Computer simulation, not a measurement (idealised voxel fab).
process module | voxel gate over fins
cross-section cut | 260 nm wide | cells 5 nm
A cross-section is a grid of square cells, given in bands from the top down. A band is one or more rows of cells.
Each band's line starts with the height of the band's top and of its bottom, in nm. Then come its materials from left to right, each with its width in nm. One material with "throughout" fills the band from edge to edge. "air" is empty space.
Height 0 is the level under which the wafer as received is all one material. The lowest band goes on downwards, as in "0 down".
A width such as "30 to 40" changes by the same amount from each row of cells to the next, from the band's top row to its bottom row.
"no change" after a step means that no cell of the cross-section changed.
closed voids: empty space of 8 cells or more with no open way to the top, each as width x height at its distance from the left edge, in nm
after a step's settings: what the simulator itself notes on the step
overlay nm, on a step with a mask: how far to the right of its planned place the mask lay; to the left if negative
plan
1 op RECEIVE | material Si
2 op CONFORMAL_DEP | material SiN | thk nm 5
3 op MASKED_ETCH | tone cover | mask id FINS | width nm 15 | pitch nm 35 | etch materials SiN | depth nm 5 | overlay nm 0
4 op MASKED_ETCH | tone cover | mask id FINS | width nm 15 | pitch nm 35 | etch materials Si | depth nm 35 | overlay nm 0
5 op OXIDIZE | depth nm 5
6 op FILL_DEP | material SiO2 | thk nm 15
7 op CMP | height nm 5
8 op SELECTIVE_ETCH | etch materials SiO2 | depth nm 20
9 op STRIP | etch materials SiN
10 op CONFORMAL_DEP | material HfO2 | thk nm 5
11 op CONFORMAL_DEP | material TiN | thk nm 5
12 op CONFORMAL_DEP | material TiAl | thk nm 5
13 op CONFORMAL_DEP | material TiN | thk nm 5
14 op FILL_DEP | material W | thk nm 15
15 op CMP | height nm 30
16 op CONFORMAL_DEP | material SiN | thk nm 10
as received, after step 1
  0 down: Si throughout
  closed voids: none
a wafer at the end: this start, this plan, one mistake
  40 to 30: SiN throughout
  30 to 20: W throughout
  20 to 15: W 90 | TiN 80 | W 90
  15 to 10: W 85 | TiN 10 | TiAl 70 | TiN 5 | W 90
  10 to 5: W 85 | TiN 5 | TiAl 10 | TiN 25 | TiAl 10 | TiN 25 | TiAl 5 | TiN 5 | W 90
  5 to 0: TiN 90 | TiAl 5 | TiN 10 | HfO2 15 | TiN 5 | TiAl 5 | TiN 10 | HfO2 15 | TiN 5 | TiAl 5 | TiN 95
  0 to -5: TiAl 95 | TiN 5 | HfO2 10 | Si 5 | HfO2 5 | TiN 5 | TiAl 5 | TiN 5 | HfO2 10 | Si 5 | HfO2 5 | TiN 5 | TiAl 100
  -5 to -10: TiN 100 | HfO2 5 | Si 10 | HfO2 5 | TiN 15 | HfO2 5 | Si 10 | HfO2 5 | TiN 105
  -10 to -15: HfO2 105 | Si 10 | HfO2 25 | Si 10 | HfO2 110
  -15 to -40: SiO2 105 | Si 10 | SiO2 25 | Si 10 | SiO2 110
  -40 down: Si throughout
  closed voids: none
what went wrong: step 4 ran as: op MASKED_ETCH | tone cover | mask id FINS | width nm 15 | pitch nm 35 | etch materials Si | depth nm 35 | overlay nm -5
